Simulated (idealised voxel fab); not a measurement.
Name of the process module below: voxel released beams
Pictured: cross-section cut, 145 nm wide, on a grid of 5 nm square cells.
A cross-section in this document is a grid of square cells, and it is written down as bands, the top band listed before the ones below it; a band is made up of one or more rows of cells.
In this notation a band is specified by the heights of its top and bottom, in that order and in nm, after which its materials appear from left to right, each paired with its width in nm. The word "full width" attached to a single material means that material fills the band from edge to edge; the word "air" stands for empty space.
Where do heights start? At 0: under that level the wafer as delivered is made of one material only. And the lowest band has no floor; it just carries on downward, as in "0 nm and below".
Read "30->40" as a graded width: first number on top, second number at the bottom, same change between each pair of neighbouring rows.
When a step is marked "remained unchanged", none of the cells in the cross-section changed during that step.
Entry "Sealed internal voids" = empty spaces >= 8 cells with no open way to the top; each as width x height at distance, distance from left edge, all nm.
Post-settings text on a step line: simulator's own remark regarding the step.
What "overlay nm" on a step's line means: if the step has a mask, that mask lay this far to the right of its planned place, or, when the value is negative, to the left.
-- Here's what the planned process steps look like
1. op RECEIVE | material Si
2. op CONFORMAL_DEP | material Al2O3 | thk nm 10
3. op DIRECTIONAL_DEP | material SiO2 | thk nm 10
4. op MASKED_ETCH | tone open | mask id ANCHOR | width nm 40 | etch materials SiO2 | depth nm 10 | overlay nm 0
5. op CONFORMAL_DEP | material SiN | thk nm 15
6. op MASKED_ETCH | tone cover | mask id BEAM | width nm 85 | etch materials SiN | depth nm 15 | overlay nm 0
7. op STRIP | etch materials SiO2
-- Cross-section of the wafer as it came to us, i.e., already through step 1
    0 nm and below = Si full width
    Sealed internal voids: none
-- One mistake in running the module, otherwise start and plan as above: cross-section at the end
    25 nm to 10 nm = air (25); SiN (85); air (35)
    10 nm to 0 nm = Al2O3 full width
    0 nm and below = Si full width
    Sealed internal voids: none
Plan not followed: with respect to the plan, step 3 was omitted and not executed
